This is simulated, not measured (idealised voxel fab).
process module | voxel wiring stack
cross-section cut | 270 nm wide | cells 5 nm
A cross-section is a grid of square cells, given in bands from the top down. A band is one or more rows of cells.
Each band's line starts with the height of the band's top and of its bottom, in nm. Then come its materials from left to right, each with its width in nm. One material with "throughout" fills the band from edge to edge. "air" is empty space.
Height 0 is the level under which the wafer as received is all one material. The lowest band goes on downwards, as in "0 down".
A width such as "30 to 40" changes by the same amount from each row of cells to the next, from the band's top row to its bottom row.
"no change" after a step means that no cell of the cross-section changed.
closed voids: empty space of 8 cells or more with no open way to the top, each as width x height at its distance from the left edge, in nm
after a step's settings: what the simulator itself notes on the step
overlay nm, on a step with a mask: how far to the right of its planned place the mask lay; to the left if negative
Each pair below shows a cross-section before one step and the cross-section after it, down to the lowest band that changed. The line under each pair gives the step between them, with its settings. The pairs can come from different runs of this module on the same starting wafer, so a pair continues from the pair above only where its "before" says so.
before
  130 to 125: SiO2 55 | air 15 | SiO2 30 | air 15 | SiO2 30 | air 15 | SiO2 30 | air 15 | SiO2 65
  125 to 120: SiO2 55 | Ru 15 | SiO2 30 | Ru 15 | SiO2 30 | Ru 15 | SiO2 30 | Ru 15 | SiO2 65
  120 to 115: SiCN 55 | Ru 15 | SiCN 30 | Ru 15 | SiCN 30 | Ru 15 | SiCN 30 | Ru 15 | SiCN 65
  115 to 100: lowk 55 | TiN 5 | Ru 10 | TiN 5 | lowk 25 | TiN 5 | Ru 10 | TiN 5 | lowk 25 | TiN 5 | Ru 10 | TiN 5 | lowk 25 | TiN 5 | Ru 10 | TiN 5 | lowk 60
  100 to 95: lowk 55 | TiN 5 | Ru 5 | TiN 10 | lowk 25 | TiN 20 | lowk 25 | TiN 5 | Ru 5 | TiN 10 | lowk 25 | TiN 20 | lowk 60
  95 to 85: lowk 55 | TiN 5 | Ru 5 | TiN 5 | lowk 75 | TiN 5 | Ru 5 | TiN 5 | lowk 110
  85 to 80: SiCN 55 | TiN 15 | SiCN 75 | TiN 15 | SiCN 110
  80 to 60: lowk 55 | TiN 5 | W 10 | TiN 5 | lowk 25 | TiN 5 | W 10 | TiN 5 | lowk 25 | TiN 5 | W 10 | TiN 5 | lowk 25 | TiN 5 | W 10 | TiN 5 | lowk 60
  60 to 55: SiCN 55 | TiN 20 | SiCN 25 | TiN 20 | SiCN 25 | TiN 20 | SiCN 25 | TiN 20 | SiCN 60
  55 to 45: lowk 55 | TiN 5 | Ru 5 | TiN 5 | lowk 75 | TiN 5 | Ru 5 | TiN 5 | lowk 110
  45 to 40: SiCN 55 | TiN 15 | SiCN 75 | TiN 15 | SiCN 110
  40 to 15: SiO2 50 | SiCN 5 | Ru 20 | SiCN 5 | SiO2 15 | SiCN 5 | Ru 20 | SiCN 5 | SiO2 15 | SiCN 5 | Ru 20 | SiCN 5 | SiO2 15 | SiCN 5 | Ru 20 | SiCN 5 | SiO2 55
  15 to 10: SiCN 55 | TiN 20 | SiCN 25 | TiN 20 | SiCN 25 | TiN 20 | SiCN 25 | TiN 20 | SiCN 60
  10 to 0: SiO2 throughout
  0 down: Si throughout
  closed voids: none
after
  135 to 130: air 50 | Ru 25 | air 20 | Ru 25 | air 20 | Ru 25 | air 20 | Ru 25 | air 60
  130 to 120: SiO2 55 | Ru 15 | SiO2 30 | Ru 15 | SiO2 30 | Ru 15 | SiO2 30 | Ru 15 | SiO2 65
  below 120: unchanged
  closed voids: none
the step between: op EPI | material Ru | thk nm 10
before: the cross-section after the pair above
after
  140 to 130: air 45 | Ru 35 | air 10 | Ru 35 | air 10 | Ru 35 | air 10 | Ru 35 | air 55
  below 130: unchanged
  closed voids: none
the step between: op EPI | material Ru | thk nm 5
before: the cross-section after the pair above
after
  145 to 140: air 40 | SiCN 180 | air 50
  140 to 135: air 40 | SiCN 5 | Ru 35 | SiCN 10 | Ru 35 | SiCN 10 | Ru 35 | SiCN 10 | Ru 35 | SiCN 5 | air 50
  135 to 130: SiCN 45 | Ru 35 | SiCN 10 | Ru 35 | SiCN 10 | Ru 35 | SiCN 10 | Ru 35 | SiCN 55
  below 130: unchanged
  closed voids: none
the step between: op CONFORMAL_DEP | material SiCN | thk nm 5
before: the cross-section after the pair above
after
  165 to 155: air 40 | SiO2 180 | air 50
  155 to 145: SiO2 throughout
  145 to 140: SiO2 40 | SiCN 180 | SiO2 50
  140 to 135: SiO2 40 | SiCN 5 | Ru 35 | SiCN 10 | Ru 35 | SiCN 10 | Ru 35 | SiCN 10 | Ru 35 | SiCN 5 | SiO2 50
  below 135: unchanged
  closed voids: none
the step between: op DIRECTIONAL_DEP | material SiO2 | thk nm 20
before: the cross-section after the pair above
after
  185 to 165: resist 55 | air 20 | resist 25 | air 20 | resist 25 | air 20 | resist 25 | air 20 | resist 60
  165 to 155: resist 40 | SiO2 180 | resist 50
  below 155: unchanged
  closed voids: none
the step between: op PATTERN | tone open | mask id METAL_4 | material resist | width nm 20 | pitch nm 45 | thk nm 20 | overlay nm 0
before: the cross-section after the pair above
after
  185 to 165: resist 55 | air 20 | resist 25 | air 20 | resist 25 | air 20 | resist 25 | air 20 | resist 60
  165 to 155: resist 40 | SiO2 15 | air 20 | SiO2 25 | air 20 | SiO2 25 | air 20 | SiO2 25 | air 20 | SiO2 10 | resist 50
  155 to 145: SiO2 55 | air 20 | SiO2 25 | air 20 | SiO2 25 | air 20 | SiO2 25 | air 20 | SiO2 60
  below 145: unchanged
  closed voids: none
the step between: op DIRECTIONAL_ETCH | etch materials SiO2 | depth nm 20
before: the cross-section after the pair above
after
  185 to 165: resist 55 | air 20 | resist 25 | air 20 | resist 25 | air 20 | resist 25 | air 20 | resist 60
  165 to 155: resist 40 | SiO2 15 | air 20 | SiO2 25 | air 20 | SiO2 25 | air 20 | SiO2 25 | air 20 | SiO2 10 | resist 50
  155 to 145: SiO2 55 | air 20 | SiO2 25 | air 20 | SiO2 25 | air 20 | SiO2 25 | air 20 | SiO2 60
  145 to 140: SiO2 40 | SiCN 15 | air 20 | SiCN 25 | air 20 | SiCN 25 | air 20 | SiCN 25 | air 20 | SiCN 10 | SiO2 50
  below 140: unchanged
  closed voids: none
the step between: op DIRECTIONAL_ETCH | etch materials SiCN | depth nm 5
before: the cross-section after the pair above
after
  165 to 155: air 40 | SiO2 15 | air 20 | SiO2 25 | air 20 | SiO2 25 | air 20 | SiO2 25 | air 20 | SiO2 10 | air 50
  below 155: unchanged
  closed voids: none
the step between: op STRIP | etch materials resist
before: the cross-section after the pair above
after
  170 to 165: air 35 | TiN 25 | air 10 | TiN 35 | air 10 | TiN 35 | air 10 | TiN 35 | air 10 | TiN 20 | air 45
  165 to 160: air 35 | TiN 5 | SiO2 15 | TiN 5 | air 10 | TiN 5 | SiO2 25 | TiN 5 | air 10 | TiN 5 | SiO2 25 | TiN 5 | air 10 | TiN 5 | SiO2 25 | TiN 5 | air 10 | TiN 5 | SiO2 10 | TiN 5 | air 45
  160 to 155: TiN 40 | SiO2 15 | TiN 5 | air 10 | TiN 5 | SiO2 25 | TiN 5 | air 10 | TiN 5 | SiO2 25 | TiN 5 | air 10 | TiN 5 | SiO2 25 | TiN 5 | air 10 | TiN 5 | SiO2 10 | TiN 50
  155 to 145: SiO2 55 | TiN 5 | air 10 | TiN 5 | SiO2 25 | TiN 5 | air 10 | TiN 5 | SiO2 25 | TiN 5 | air 10 | TiN 5 | SiO2 25 | TiN 5 | air 10 | TiN 5 | SiO2 60
  145 to 140: SiO2 40 | SiCN 15 | TiN 20 | SiCN 25 | TiN 20 | SiCN 25 | TiN 20 | SiCN 25 | TiN 20 | SiCN 10 | SiO2 50
  below 140: unchanged
  closed voids: none
the step between: op CONFORMAL_DEP | material TiN | thk nm 5
before: the cross-section after the pair above
after
  175 to 170: W throughout
  170 to 165: W 35 | TiN 25 | W 10 | TiN 35 | W 10 | TiN 35 | W 10 | TiN 35 | W 10 | TiN 20 | W 45
  165 to 160: W 35 | TiN 5 | SiO2 15 | TiN 5 | W 10 | TiN 5 | SiO2 25 | TiN 5 | W 10 | TiN 5 | SiO2 25 | TiN 5 | W 10 | TiN 5 | SiO2 25 | TiN 5 | W 10 | TiN 5 | SiO2 10 | TiN 5 | W 45
  160 to 155: TiN 40 | SiO2 15 | TiN 5 | W 10 | TiN 5 | SiO2 25 | TiN 5 | W 10 | TiN 5 | SiO2 25 | TiN 5 | W 10 | TiN 5 | SiO2 25 | TiN 5 | W 10 | TiN 5 | SiO2 10 | TiN 50
  155 to 145: SiO2 55 | TiN 5 | W 10 | TiN 5 | SiO2 25 | TiN 5 | W 10 | TiN 5 | SiO2 25 | TiN 5 | W 10 | TiN 5 | SiO2 25 | TiN 5 | W 10 | TiN 5 | SiO2 60
  below 145: unchanged
  closed voids: none
the step between: op FILL_DEP | material W | thk nm 5
before: the cross-section after the pair above
after
  155 to 145: SiO2 55 | TiN 5 | W 10 | TiN 5 | SiO2 25 | TiN 5 | W 10 | TiN 5 | SiO2 25 | TiN 5 | W 10 | TiN 5 | SiO2 25 | TiN 5 | W 10 | TiN 5 | SiO2 60
  below 145: unchanged
  closed voids: none
the step between: op CMP | height nm 155
before: the cross-section after the pair above
after
  160 to 155: SiCN throughout
  below 155: unchanged
  closed voids: none
the step between: op CONFORMAL_DEP | material SiCN | thk nm 5
before
  115 to 100: lowk 55 | TiN 5 | Ru 10 | TiN 5 | lowk 25 | TiN 5 | Ru 10 | TiN 5 | lowk 25 | TiN 5 | Ru 10 | TiN 5 | lowk 25 | TiN 5 | Ru 10 | TiN 5 | lowk 60
  100 to 95: lowk 55 | TiN 5 | Ru 5 | TiN 10 | lowk 25 | TiN 20 | lowk 25 | TiN 5 | Ru 5 | TiN 10 | lowk 25 | TiN 20 | lowk 60
  95 to 85: lowk 55 | TiN 5 | Ru 5 | TiN 5 | lowk 75 | TiN 5 | Ru 5 | TiN 5 | lowk 110
  85 to 80: SiCN 55 | TiN 15 | SiCN 75 | TiN 15 | SiCN 110
  80 to 60: lowk 55 | TiN 5 | W 10 | TiN 5 | lowk 25 | TiN 5 | W 10 | TiN 5 | lowk 25 | TiN 5 | W 10 | TiN 5 | lowk 25 | TiN 5 | W 10 | TiN 5 | lowk 60
  60 to 55: SiCN 55 | TiN 20 | SiCN 25 | TiN 20 | SiCN 25 | TiN 20 | SiCN 25 | TiN 20 | SiCN 60
  55 to 45: lowk 55 | TiN 5 | Ru 5 | TiN 5 | lowk 75 | TiN 5 | Ru 5 | TiN 5 | lowk 110
  45 to 40: SiCN 55 | TiN 15 | SiCN 75 | TiN 15 | SiCN 110
  40 to 15: SiO2 50 | SiCN 5 | Ru 20 | SiCN 5 | SiO2 15 | SiCN 5 | Ru 20 | SiCN 5 | SiO2 15 | SiCN 5 | Ru 20 | SiCN 5 | SiO2 15 | SiCN 5 | Ru 20 | SiCN 5 | SiO2 55
  15 to 10: SiCN 55 | TiN 20 | SiCN 25 | TiN 20 | SiCN 25 | TiN 20 | SiCN 25 | TiN 20 | SiCN 60
  10 to 0: SiO2 throughout
  0 down: Si throughout
  closed voids: none
after
  125 to 115: SiO2 throughout
  below 115: unchanged
  closed voids: none
the step between: op DIRECTIONAL_DEP | material SiO2 | thk nm 10
before: the cross-section after the pair above
after
  130 to 125: SiCN throughout
  below 125: unchanged
  closed voids: none
the step between: op CONFORMAL_DEP | material SiCN | thk nm 5
before: the cross-section after the pair above
after
  145 to 130: aC throughout
  below 130: unchanged
  closed voids: none
the step between: op DIRECTIONAL_DEP | material aC | thk nm 15
before: the cross-section after the pair above
after
  180 to 145: resist 55 | air 15 | resist 30 | air 15 | resist 30 | air 15 | resist 30 | air 15 | resist 65
  below 145: unchanged
  closed voids: none
the step between: op PATTERN | tone open | mask id PLUG_3 | material resist | width nm 15 | pitch nm 45 | thk nm 35 | overlay nm 0
before: the cross-section after the pair above
after
  165 to 145: resist 55 | air 15 | resist 30 | air 15 | resist 30 | air 15 | resist 30 | air 15 | resist 65
  145 to 130: aC 55 | air 15 | aC 30 | air 15 | aC 30 | air 15 | aC 30 | air 15 | aC 65
  below 130: unchanged
  closed voids: none
the step between: op DIRECTIONAL_ETCH | etch materials aC | depth nm 15
before: the cross-section after the pair above
after
  145 to 130: aC 55 | air 15 | aC 30 | air 15 | aC 30 | air 15 | aC 30 | air 15 | aC 65
  below 130: unchanged
  closed voids: none
the step between: op STRIP | etch materials resist
before: the cross-section after the pair above
after
  145 to 130: aC 55 | air 15 | aC 30 | air 15 | aC 30 | air 15 | aC 30 | air 15 | aC 65
  130 to 125: SiCN 55 | air 15 | SiCN 30 | air 15 | SiCN 30 | air 15 | SiCN 30 | air 15 | SiCN 65
  below 125: unchanged
  closed voids: none
the step between: op DIRECTIONAL_ETCH | etch materials SiCN | depth nm 5
before: the cross-section after the pair above
after
  130 to 125: SiCN 55 | air 15 | SiCN 30 | air 15 | SiCN 30 | air 15 | SiCN 30 | air 15 | SiCN 65
  below 125: unchanged
  closed voids: none
the step between: op STRIP | etch materials aC
before: the cross-section after the pair above
after
  135 to 130: SiCN 60 | air 5 | SiCN 40 | air 5 | SiCN 40 | air 5 | SiCN 40 | air 5 | SiCN 70
  130 to 125: SiCN throughout
  below 125: unchanged
  closed voids: none
the step between: op CONFORMAL_DEP | material SiCN | thk nm 5
before: the cross-section after the pair above
after
  155 to 150: SiO2 60 | air 5 | SiO2 40 | air 5 | SiO2 40 | air 5 | SiO2 40 | air 5 | SiO2 70
  150 to 135: SiO2 throughout
  135 to 130: SiCN 60 | SiO2 5 | SiCN 40 | SiO2 5 | SiCN 40 | SiO2 5 | SiCN 40 | SiO2 5 | SiCN 70
  below 130: unchanged
  closed voids: none
the step between: op DIRECTIONAL_DEP | material SiO2 | thk nm 20
before: the cross-section after the pair above
after
  175 to 155: resist 55 | air 20 | resist 25 | air 20 | resist 25 | air 20 | resist 25 | air 20 | resist 60
  below 155: unchanged
  closed voids: none
the step between: op PATTERN | tone open | mask id METAL_4 | material resist | width nm 20 | pitch nm 45 | thk nm 20 | overlay nm 0
before: the cross-section after the pair above
after
  175 to 155: resist 55 | air 20 | resist 25 | air 20 | resist 25 | air 20 | resist 25 | air 20 | resist 60
  155 to 135: SiO2 55 | air 20 | SiO2 25 | air 20 | SiO2 25 | air 20 | SiO2 25 | air 20 | SiO2 60
  135 to 130: SiCN 60 | air 5 | SiCN 40 | air 5 | SiCN 40 | air 5 | SiCN 40 | air 5 | SiCN 70
  below 130: unchanged
  closed voids: none
the step between: op DIRECTIONAL_ETCH | etch materials SiO2 | depth nm 20
before: the cross-section after the pair above
after
  175 to 155: resist 55 | air 20 | resist 25 | air 20 | resist 25 | air 20 | resist 25 | air 20 | resist 60
  155 to 135: SiO2 55 | air 20 | SiO2 25 | air 20 | SiO2 25 | air 20 | SiO2 25 | air 20 | SiO2 60
  135 to 125: SiCN 55 to 60 | air 20 to 5 | SiCN 25 to 40 | air 20 to 5 | SiCN 25 to 40 | air 20 to 5 | SiCN 25 to 40 | air 20 to 5 | SiCN 60 to 70
  below 125: unchanged
  closed voids: none
the step between: op DIRECTIONAL_ETCH | etch materials SiCN | depth nm 5
before: the cross-section after the pair above
after
  155 to 135: SiO2 55 | air 20 | SiO2 25 | air 20 | SiO2 25 | air 20 | SiO2 25 | air 20 | SiO2 60
  below 135: unchanged
  closed voids: none
the step between: op STRIP | etch materials resist
before: the cross-section after the pair above
after
  160 to 155: TiN 60 | air 10 | TiN 35 | air 10 | TiN 35 | air 10 | TiN 35 | air 10 | TiN 65
  155 to 135: SiO2 55 | TiN 5 | air 10 | TiN 5 | SiO2 25 | TiN 5 | air 10 | TiN 5 | SiO2 25 | TiN 5 | air 10 | TiN 5 | SiO2 25 | TiN 5 | air 10 | TiN 5 | SiO2 60
  135 to 125: SiCN 55 to 60 | TiN 20 to 5 | SiCN 25 to 40 | TiN 20 to 5 | SiCN 25 to 40 | TiN 20 to 5 | SiCN 25 to 40 | TiN 20 to 5 | SiCN 60 to 70
  below 125: unchanged
  closed voids: none
the step between: op CONFORMAL_DEP | material TiN | thk nm 5
before: the cross-section after the pair above
after
  165 to 160: W throughout
  160 to 155: TiN 60 | W 10 | TiN 35 | W 10 | TiN 35 | W 10 | TiN 35 | W 10 | TiN 65
  155 to 135: SiO2 55 | TiN 5 | W 10 | TiN 5 | SiO2 25 | TiN 5 | W 10 | TiN 5 | SiO2 25 | TiN 5 | W 10 | TiN 5 | SiO2 25 | TiN 5 | W 10 | TiN 5 | SiO2 60
  below 135: unchanged
  closed voids: none
the step between: op FILL_DEP | material W | thk nm 5
before: the cross-section after the pair above
after
  155 to 135: SiO2 55 | TiN 5 | W 10 | TiN 5 | SiO2 25 | TiN 5 | W 10 | TiN 5 | SiO2 25 | TiN 5 | W 10 | TiN 5 | SiO2 25 | TiN 5 | W 10 | TiN 5 | SiO2 60
  below 135: unchanged
  closed voids: none
the step between: op CMP | height nm 155
before: the cross-section after the pair above
after
  160 to 155: SiCN throughout
  below 155: unchanged
  closed voids: none
the step between: op CONFORMAL_DEP | material SiCN | thk nm 5
before
  95 to 85: W throughout
  85 to 80: TiN 60 | W 10 | TiN 35 | W 10 | TiN 35 | W 10 | TiN 35 | W 10 | TiN 65
  80 to 60: lowk 55 | TiN 5 | W 10 | TiN 5 | lowk 25 | TiN 5 | W 10 | TiN 5 | lowk 25 | TiN 5 | W 10 | TiN 5 | lowk 25 | TiN 5 | W 10 | TiN 5 | lowk 60
  60 to 55: SiCN 55 | TiN 20 | SiCN 25 | TiN 20 | SiCN 25 | TiN 20 | SiCN 25 | TiN 20 | SiCN 60
  55 to 45: lowk 55 | TiN 5 | Ru 5 | TiN 5 | lowk 75 | TiN 5 | Ru 5 | TiN 5 | lowk 110
  45 to 40: SiCN 55 | TiN 15 | SiCN 75 | TiN 15 | SiCN 110
  40 to 15: SiO2 50 | SiCN 5 | Ru 20 | SiCN 5 | SiO2 15 | SiCN 5 | Ru 20 | SiCN 5 | SiO2 15 | SiCN 5 | Ru 20 | SiCN 5 | SiO2 15 | SiCN 5 | Ru 20 | SiCN 5 | SiO2 55
  15 to 10: SiCN 55 | TiN 20 | SiCN 25 | TiN 20 | SiCN 25 | TiN 20 | SiCN 25 | TiN 20 | SiCN 60
  10 to 0: SiO2 throughout
  0 down: Si throughout
  closed voids: none
after
  85 to 80: TiN 60 | W 10 | TiN 35 | W 10 | TiN 35 | W 10 | TiN 35 | W 10 | TiN 65
  below 80: unchanged
  closed voids: none
the step between: op CMP | height nm 85
before: the cross-section after the pair above
after
  90 to 85: SiCN throughout
  below 85: unchanged
  closed voids: none
the step between: op CONFORMAL_DEP | material SiCN | thk nm 5
before: the cross-section after the pair above
after
  120 to 90: lowk throughout
  below 90: unchanged
  closed voids: none
the step between: op DIRECTIONAL_DEP | material lowk | thk nm 30
before: the cross-section after the pair above
after
  130 to 120: aC throughout
  below 120: unchanged
  closed voids: none
the step between: op DIRECTIONAL_DEP | material aC | thk nm 10
before: the cross-section after the pair above
after
  160 to 130: resist 55 | air 20 | resist 25 | air 20 | resist 25 | air 20 | resist 25 | air 20 | resist 60
  below 130: unchanged
  closed voids: none
the step between: op PATTERN | tone open | mask id METAL_3 | material resist | width nm 20 | pitch nm 45 | thk nm 30 | overlay nm 0
before: the cross-section after the pair above
after
  150 to 130: resist 55 | air 20 | resist 25 | air 20 | resist 25 | air 20 | resist 25 | air 20 | resist 60
  130 to 120: aC 55 | air 20 | aC 25 | air 20 | aC 25 | air 20 | aC 25 | air 20 | aC 60
  below 120: unchanged
  closed voids: none
the step between: op DIRECTIONAL_ETCH | etch materials aC | depth nm 10
before: the cross-section after the pair above
after
  130 to 120: aC 55 | air 20 | aC 25 | air 20 | aC 25 | air 20 | aC 25 | air 20 | aC 60
  below 120: unchanged
  closed voids: none
the step between: op STRIP | etch materials resist
before: the cross-section after the pair above
after
  130 to 120: aC 55 | air 20 | aC 25 | air 20 | aC 25 | air 20 | aC 25 | air 20 | aC 60
  120 to 100: lowk 55 | air 20 | lowk 25 | air 20 | lowk 25 | air 20 | lowk 25 | air 20 | lowk 60
  below 100: unchanged
  closed voids: none
the step between: op DIRECTIONAL_ETCH | etch materials lowk | depth nm 20
before: the cross-section after the pair above
after
  120 to 100: lowk 55 | air 20 | lowk 25 | air 20 | lowk 25 | air 20 | lowk 25 | air 20 | lowk 60
  below 100: unchanged
  closed voids: none
the step between: op STRIP | etch materials aC
before: the cross-section after the pair above
after
  130 to 120: aC 55 | air 20 | aC 25 | air 20 | aC 25 | air 20 | aC 25 | air 20 | aC 60
  120 to 110: lowk 55 | air 20 | lowk 25 | air 20 | lowk 25 | air 20 | lowk 25 | air 20 | lowk 60
  110 to 100: lowk 55 | aC 20 | lowk 25 | aC 20 | lowk 25 | aC 20 | lowk 25 | aC 20 | lowk 60
  below 100: unchanged
  closed voids: none
the step between: op DIRECTIONAL_DEP | material aC | thk nm 10
before: the cross-section after the pair above
after
  160 to 130: resist 55 | air 15 | resist 75 | air 15 | resist 110
  130 to 120: aC 55 | air 15 | resist 5 | aC 25 | resist 20 | aC 25 | air 15 | resist 5 | aC 25 | resist 20 | aC 60
  120 to 110: lowk 55 | air 15 | resist 5 | lowk 25 | resist 20 | lowk 25 | air 15 | resist 5 | lowk 25 | resist 20 | lowk 60
  below 110: unchanged
  closed voids: none
the step between: op PATTERN | tone open | mask id METAL_3_HOLES | material resist | width nm 15 | pitch nm 90 | thk nm 30 | overlay nm 0
before: the cross-section after the pair above
after
  150 to 130: resist 55 | air 15 | resist 75 | air 15 | resist 110
  130 to 120: aC 55 | air 15 | resist 5 | aC 25 | resist 20 | aC 25 | air 15 | resist 5 | aC 25 | resist 20 | aC 60
  120 to 110: lowk 55 | air 15 | resist 5 | lowk 25 | resist 20 | lowk 25 | air 15 | resist 5 | lowk 25 | resist 20 | lowk 60
  110 to 100: lowk 55 | air 15 | aC 5 | lowk 25 | aC 20 | lowk 25 | air 15 | aC 5 | lowk 25 | aC 20 | lowk 60
  below 100: unchanged
  closed voids: none
the step between: op DIRECTIONAL_ETCH | etch materials aC | depth nm 10
before: the cross-section after the pair above
after
  130 to 120: aC 55 | air 20 | aC 25 | air 20 | aC 25 | air 20 | aC 25 | air 20 | aC 60
  120 to 110: lowk 55 | air 20 | lowk 25 | air 20 | lowk 25 | air 20 | lowk 25 | air 20 | lowk 60
  below 110: unchanged
  closed voids: none
the step between: op STRIP | etch materials resist
before: the cross-section after the pair above
after
  130 to 120: aC 55 | air 20 | aC 25 | air 20 | aC 25 | air 20 | aC 25 | air 20 | aC 60
  120 to 110: lowk 55 | air 20 | lowk 25 | air 20 | lowk 25 | air 20 | lowk 25 | air 20 | lowk 60
  110 to 100: lowk 55 | air 15 | aC 5 | lowk 25 | aC 20 | lowk 25 | air 15 | aC 5 | lowk 25 | aC 20 | lowk 60
  100 to 90: lowk 55 | air 15 | lowk 75 | air 15 | lowk 110
  below 90: unchanged
  closed voids: none
the step between: op DIRECTIONAL_ETCH | etch materials lowk | depth nm 10
before: the cross-section after the pair above
after
  130 to 120: aC 55 | air 20 | aC 25 | air 20 | aC 25 | air 20 | aC 25 | air 20 | aC 60
  120 to 110: lowk 55 | air 20 | lowk 25 | air 20 | lowk 25 | air 20 | lowk 25 | air 20 | lowk 60
  110 to 100: lowk 55 | air 15 | aC 5 | lowk 25 | aC 20 | lowk 25 | air 15 | aC 5 | lowk 25 | aC 20 | lowk 60
  100 to 90: lowk 55 | air 15 | lowk 75 | air 15 | lowk 110
  90 to 85: SiCN 55 | air 15 | SiCN 75 | air 15 | SiCN 110
  below 85: unchanged
  closed voids: none
the step between: op DIRECTIONAL_ETCH | etch materials SiCN | depth nm 5
before: the cross-section after the pair above
after
  120 to 100: lowk 55 | air 20 | lowk 25 | air 20 | lowk 25 | air 20 | lowk 25 | air 20 | lowk 60
  below 100: unchanged
  closed voids: none
the step between: op STRIP | etch materials aC
before: the cross-section after the pair above
after
  125 to 120: TiN 60 | air 10 | TiN 35 | air 10 | TiN 35 | air 10 | TiN 35 | air 10 | TiN 65
  120 to 105: lowk 55 | TiN 5 | air 10 | TiN 5 | lowk 25 | TiN 5 | air 10 | TiN 5 | lowk 25 | TiN 5 | air 10 | TiN 5 | lowk 25 | TiN 5 | air 10 | TiN 5 | lowk 60
  105 to 100: lowk 55 | TiN 5 | air 5 | TiN 10 | lowk 25 | TiN 20 | lowk 25 | TiN 5 | air 5 | TiN 10 | lowk 25 | TiN 20 | lowk 60
  100 to 90: lowk 55 | TiN 5 | air 5 | TiN 5 | lowk 75 | TiN 5 | air 5 | TiN 5 | lowk 110
  90 to 85: SiCN 55 | TiN 15 | SiCN 75 | TiN 15 | SiCN 110
  below 85: unchanged
  closed voids: none
the step between: op CONFORMAL_DEP | material TiN | thk nm 5
before: the cross-section after the pair above
after
  135 to 125: Ru throughout
  125 to 120: TiN 60 | Ru 10 | TiN 35 | Ru 10 | TiN 35 | Ru 10 | TiN 35 | Ru 10 | TiN 65
  120 to 105: lowk 55 | TiN 5 | Ru 10 | TiN 5 | lowk 25 | TiN 5 | Ru 10 | TiN 5 | lowk 25 | TiN 5 | Ru 10 | TiN 5 | lowk 25 | TiN 5 | Ru 10 | TiN 5 | lowk 60
  105 to 100: lowk 55 | TiN 5 | Ru 5 | TiN 10 | lowk 25 | TiN 20 | lowk 25 | TiN 5 | Ru 5 | TiN 10 | lowk 25 | TiN 20 | lowk 60
  100 to 90: lowk 55 | TiN 5 | Ru 5 | TiN 5 | lowk 75 | TiN 5 | Ru 5 | TiN 5 | lowk 110
  below 90: unchanged
  closed voids: none
the step between: op FILL_DEP | material Ru | thk nm 10
before: the cross-section after the pair above
after
  115 to 105: lowk 55 | TiN 5 | Ru 10 | TiN 5 | lowk 25 | TiN 5 | Ru 10 | TiN 5 | lowk 25 | TiN 5 | Ru 10 | TiN 5 | lowk 25 | TiN 5 | Ru 10 | TiN 5 | lowk 60
  below 105: unchanged
  closed voids: none
the step between: op CMP | height nm 115
before: the cross-section after the pair above
after
  120 to 115: SiCN throughout
  below 115: unchanged
  closed voids: none
the step between: op CONFORMAL_DEP | material SiCN | thk nm 5
before: the cross-section after the pair above
after
  130 to 120: SiO2 throughout
  below 120: unchanged
  closed voids: none
the step between: op DIRECTIONAL_DEP | material SiO2 | thk nm 10
before: the cross-section after the pair above
after
  145 to 130: aC throughout
  below 130: unchanged
  closed voids: none
the step between: op DIRECTIONAL_DEP | material aC | thk nm 15
before: the cross-section after the pair above
after
  180 to 145: resist 55 | air 15 | resist 30 | air 15 | resist 30 | air 15 | resist 30 | air 15 | resist 65
  below 145: unchanged
  closed voids: none
the step between: op PATTERN | tone open | mask id PLUG_3 | material resist | width nm 15 | pitch nm 45 | thk nm 35 | overlay nm 0
before: the cross-section after the pair above
after
  165 to 145: resist 55 | air 15 | resist 30 | air 15 | resist 30 | air 15 | resist 30 | air 15 | resist 65
  145 to 130: aC 55 | air 15 | aC 30 | air 15 | aC 30 | air 15 | aC 30 | air 15 | aC 65
  below 130: unchanged
  closed voids: none
the step between: op DIRECTIONAL_ETCH | etch materials aC | depth nm 15
before: the cross-section after the pair above
after
  145 to 130: aC 55 | air 15 | aC 30 | air 15 | aC 30 | air 15 | aC 30 | air 15 | aC 65
  below 130: unchanged
  closed voids: none
the step between: op STRIP | etch materials resist
before: the cross-section after the pair above
after
  145 to 130: aC 55 | air 15 | aC 30 | air 15 | aC 30 | air 15 | aC 30 | air 15 | aC 65
  130 to 120: SiO2 55 | air 15 | SiO2 30 | air 15 | SiO2 30 | air 15 | SiO2 30 | air 15 | SiO2 65
  below 120: unchanged
  closed voids: none
the step between: op DIRECTIONAL_ETCH | etch materials SiO2 | depth nm 10
before: the cross-section after the pair above
after
  145 to 130: aC 55 | air 15 | aC 30 | air 15 | aC 30 | air 15 | aC 30 | air 15 | aC 65
  130 to 120: SiO2 55 | air 15 | SiO2 30 | air 15 | SiO2 30 | air 15 | SiO2 30 | air 15 | SiO2 65
  120 to 115: SiCN 55 | air 15 | SiCN 30 | air 15 | SiCN 30 | air 15 | SiCN 30 | air 15 | SiCN 65
  below 115: unchanged
  closed voids: none
the step between: op DIRECTIONAL_ETCH | etch materials SiCN | depth nm 5
before: the cross-section after the pair above
after
  130 to 120: SiO2 55 | air 15 | SiO2 30 | air 15 | SiO2 30 | air 15 | SiO2 30 | air 15 | SiO2 65
  below 120: unchanged
  closed voids: none
the step between: op STRIP | etch materials aC
before: the cross-section after the pair above
after
  130 to 125: SiO2 55 | air 15 | SiO2 30 | air 15 | SiO2 30 | air 15 | SiO2 30 | air 15 | SiO2 65
  125 to 120: SiO2 55 | Ru 15 | SiO2 30 | Ru 15 | SiO2 30 | Ru 15 | SiO2 30 | Ru 15 | SiO2 65
  120 to 115: SiCN 55 | Ru 15 | SiCN 30 | Ru 15 | SiCN 30 | Ru 15 | SiCN 30 | Ru 15 | SiCN 65
  below 115: unchanged
  closed voids: none
the step between: op EPI | material Ru | thk nm 10
before: the cross-section after the pair above
after
  130 to 120: SiO2 55 | Ru 15 | SiO2 30 | Ru 15 | SiO2 30 | Ru 15 | SiO2 30 | Ru 15 | SiO2 65
  below 120: unchanged
  closed voids: none
the step between: op EPI | material Ru | thk nm 5
before: the cross-section after the pair above
after
  135 to 130: SiCN throughout
  below 130: unchanged
  closed voids: none
the step between: op CONFORMAL_DEP | material SiCN | thk nm 5
before: the cross-section after the pair above
after
  155 to 135: SiO2 throughout
  below 135: unchanged
  closed voids: none
the step between: op DIRECTIONAL_DEP | material SiO2 | thk nm 20
before: the cross-section after the pair above
after
  175 to 155: resist 55 | air 20 | resist 25 | air 20 | resist 25 | air 20 | resist 25 | air 20 | resist 60
  below 155: unchanged
  closed voids: none
the step between: op PATTERN | tone open | mask id METAL_4 | material resist | width nm 20 | pitch nm 45 | thk nm 20 | overlay nm 0
before: the cross-section after the pair above
after
  175 to 155: resist 55 | air 20 | resist 25 | air 20 | resist 25 | air 20 | resist 25 | air 20 | resist 60
  155 to 135: SiO2 55 | air 20 | SiO2 25 | air 20 | SiO2 25 | air 20 | SiO2 25 | air 20 | SiO2 60
  below 135: unchanged
  closed voids: none
the step between: op DIRECTIONAL_ETCH | etch materials SiO2 | depth nm 20
